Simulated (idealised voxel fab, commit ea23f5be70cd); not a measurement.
process module | voxel trench capacitor
cross-section cut | 300 nm wide | cells 5 nm
A cross-section is a grid of square cells, given in bands from the top down. A band is one or more rows of cells.
Each band's line starts with the height of the band's top and of its bottom, in nm. Then come its materials from left to right, each with its width in nm. One material with "throughout" fills the band from edge to edge. "air" is empty space.
Height 0 is the level under which the wafer as received is all one material. The lowest band goes on downwards, as in "0 down".
A width such as "30 to 40" changes by the same amount from each row of cells to the next, from the band's top row to its bottom row.
"no change" after a step means that no cell of the cross-section changed.
closed voids: empty space of 8 cells or more with no open way to the top, each as width x height at its distance from the left edge, in nm
after a step's settings: what the simulator itself notes on the step
overlay nm, on a step with a mask: how far to the right of its planned place the mask lay; to the left if negative
plan
1 op RECEIVE | material Si
2 op CONFORMAL_DEP | material SiN | thk nm 10
3 op PATTERN | tone open | mask id TRENCH | material resist | width nm 30 | pitch nm 60 | thk nm 15 | overlay nm 0
4 op DIRECTIONAL_ETCH | etch materials SiN | depth nm 10
5 op DIRECTIONAL_ETCH | etch materials Si | depth nm 30
6 op STRIP | etch materials resist
7 op CONFORMAL_DEP | material HfO2 | thk nm 5
8 op CONFORMAL_DEP | material TiN | thk nm 5
9 op FILL_DEP | material W | thk nm 10
10 op CMP | height nm 10
as received, after step 1
  0 down: Si throughout
  closed voids: none
first wafer at the end, as planned
  10 to 0: SiN 45 | HfO2 5 | TiN 5 | W 10 | TiN 5 | HfO2 5 | SiN 30 | HfO2 5 | TiN 5 | W 10 | TiN 5 | HfO2 5 | SiN 30 | HfO2 5 | TiN 5 | W 10 | TiN 5 | HfO2 5 | SiN 30 | HfO2 5 | TiN 5 | W 10 | TiN 5 | HfO2 5 | SiN 45
  0 to -20: Si 45 | HfO2 5 | TiN 5 | W 10 | TiN 5 | HfO2 5 | Si 30 | HfO2 5 | TiN 5 | W 10 | TiN 5 | HfO2 5 | Si 30 | HfO2 5 | TiN 5 | W 10 | TiN 5 | HfO2 5 | Si 30 | HfO2 5 | TiN 5 | W 10 | TiN 5 | HfO2 5 | Si 45
  -20 to -25: Si 45 | HfO2 5 | TiN 20 | HfO2 5 | Si 30 | HfO2 5 | TiN 20 | HfO2 5 | Si 30 | HfO2 5 | TiN 20 | HfO2 5 | Si 30 | HfO2 5 | TiN 20 | HfO2 5 | Si 45
  -25 to -30: Si 45 | HfO2 30 | Si 30 | HfO2 30 | Si 30 | HfO2 30 | Si 30 | HfO2 30 | Si 45
  -30 down: Si throughout
  closed voids: none
second wafer at the end: like start, like plan, one mistake
  30 to 20: W throughout
  20 to 15: TiN 55 | W 10 | TiN 50 | W 10 | TiN 50 | W 10 | TiN 50 | W 10 | TiN 55
  15 to 10: HfO2 50 | TiN 5 | W 10 | TiN 5 | HfO2 40 | TiN 5 | W 10 | TiN 5 | HfO2 40 | TiN 5 | W 10 | TiN 5 | HfO2 40 | TiN 5 | W 10 | TiN 5 | HfO2 50
  10 to 0: SiN 45 | HfO2 5 | TiN 5 | W 10 | TiN 5 | HfO2 5 | SiN 30 | HfO2 5 | TiN 5 | W 10 | TiN 5 | HfO2 5 | SiN 30 | HfO2 5 | TiN 5 | W 10 | TiN 5 | HfO2 5 | SiN 30 | HfO2 5 | TiN 5 | W 10 | TiN 5 | HfO2 5 | SiN 45
  0 to -20: Si 45 | HfO2 5 | TiN 5 | W 10 | TiN 5 | HfO2 5 | Si 30 | HfO2 5 | TiN 5 | W 10 | TiN 5 | HfO2 5 | Si 30 | HfO2 5 | TiN 5 | W 10 | TiN 5 | HfO2 5 | Si 30 | HfO2 5 | TiN 5 | W 10 | TiN 5 | HfO2 5 | Si 45
  -20 to -25: Si 45 | HfO2 5 | TiN 20 | HfO2 5 | Si 30 | HfO2 5 | TiN 20 | HfO2 5 | Si 30 | HfO2 5 | TiN 20 | HfO2 5 | Si 30 | HfO2 5 | TiN 20 | HfO2 5 | Si 45
  -25 to -30: Si 45 | HfO2 30 | Si 30 | HfO2 30 | Si 30 | HfO2 30 | Si 30 | HfO2 30 | Si 45
  -30 down: Si throughout
  closed voids: none
what went wrong: step 10 was left out
at the end the second wafer has, in cells: 44 more of HfO2 | 60 more of TiN | 136 more of W
